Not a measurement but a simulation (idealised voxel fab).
process module | voxel plated lines
cross-section cut | 180 nm wide | cells 5 nm
A cross-section is a grid of square cells, given in bands from the top down. A band is one or more rows of cells.
Each band's line starts with the height of the band's top and of its bottom, in nm. Then come its materials from left to right, each with its width in nm. One material with "throughout" fills the band from edge to edge. "air" is empty space.
Height 0 is the level under which the wafer as received is all one material. The lowest band goes on downwards, as in "0 down".
A width such as "30 to 40" changes by the same amount from each row of cells to the next, from the band's top row to its bottom row.
"no change" after a step means that no cell of the cross-section changed.
closed voids: empty space of 8 cells or more with no open way to the top, each as width x height at its distance from the left edge, in nm
after a step's settings: what the simulator itself notes on the step
overlay nm, on a step with a mask: how far to the right of its planned place the mask lay; to the left if negative
plan
1 op RECEIVE | material Si
2 op CONFORMAL_DEP | material Al2O3 | thk nm 15
3 op DIRECTIONAL_DEP | material TiN | thk nm 5
4 op PATTERN | tone open | mask id LINES | material resist | width nm 15 | pitch nm 35 | thk nm 25 | overlay nm 0
5 op EPI | material Ru | thk nm 10
6 op EPI | material Ru | thk nm 10
7 op STRIP | etch materials resist
8 op DIRECTIONAL_ETCH | etch materials TiN | depth nm 5
9 op CONFORMAL_DEP | material SiO2 | thk nm 10
first wafer, as planned
as received, after step 1
  0 down: Si throughout
  closed voids: none
after step 2
  15 to 0: Al2O3 throughout
  below 0: unchanged
after step 3
  20 to 15: TiN throughout
  below 15: unchanged
after step 4
  45 to 20: resist 65 | air 15 | resist 20 | air 15 | resist 65
  below 20: unchanged
after step 5
  45 to 30: resist 65 | air 15 | resist 20 | air 15 | resist 65
  30 to 20: resist 65 | Ru 15 | resist 20 | Ru 15 | resist 65
  below 20: unchanged
after step 6
  45 to 40: resist 65 | air 15 | resist 20 | air 15 | resist 65
  40 to 20: resist 65 | Ru 15 | resist 20 | Ru 15 | resist 65
  below 20: unchanged
after step 7
  40 to 20: air 65 | Ru 15 | air 20 | Ru 15 | air 65
  below 20: unchanged
after step 8
  40 to 20: air 65 | Ru 15 | air 20 | Ru 15 | air 65
  20 to 15: air 65 | TiN 15 | air 20 | TiN 15 | air 65
  below 15: unchanged
after step 9
  50 to 40: air 55 | SiO2 70 | air 55
  40 to 25: air 55 | SiO2 10 | Ru 15 | SiO2 20 | Ru 15 | SiO2 10 | air 55
  25 to 20: SiO2 65 | Ru 15 | SiO2 20 | Ru 15 | SiO2 65
  20 to 15: SiO2 65 | TiN 15 | SiO2 20 | TiN 15 | SiO2 65
  below 15: unchanged
second wafer: like start, like plan, one mistake. Through step 1 it matches the first wafer
when step 2 should have ended
  15 to 0: TiN throughout
  below 0: unchanged
when step 3 should have ended
  20 to 0: TiN throughout
  below 0: unchanged
when step 4 should have ended
  45 to 20: resist 65 | air 15 | resist 20 | air 15 | resist 65
  below 20: unchanged
when step 5 should have ended
  45 to 30: resist 65 | air 15 | resist 20 | air 15 | resist 65
  30 to 20: resist 65 | Ru 15 | resist 20 | Ru 15 | resist 65
  below 20: unchanged
when step 6 should have ended
  45 to 40: resist 65 | air 15 | resist 20 | air 15 | resist 65
  40 to 20: resist 65 | Ru 15 | resist 20 | Ru 15 | resist 65
  below 20: unchanged
when step 7 should have ended
  40 to 20: air 65 | Ru 15 | air 20 | Ru 15 | air 65
  below 20: unchanged
when step 8 should have ended
  40 to 20: air 65 | Ru 15 | air 20 | Ru 15 | air 65
  20 to 15: air 65 | TiN 15 | air 20 | TiN 15 | air 65
  below 15: unchanged
when step 9 should have ended
  50 to 40: air 55 | SiO2 70 | air 55
  40 to 25: air 55 | SiO2 10 | Ru 15 | SiO2 20 | Ru 15 | SiO2 10 | air 55
  25 to 20: SiO2 65 | Ru 15 | SiO2 20 | Ru 15 | SiO2 65
  20 to 15: SiO2 65 | TiN 15 | SiO2 20 | TiN 15 | SiO2 65
  below 15: unchanged
what went wrong: step 2 ran as: op CONFORMAL_DEP | material TiN | thk nm 15
at the end the second wafer has, in cells: 108 fewer of Al2O3 | 108 more of TiN
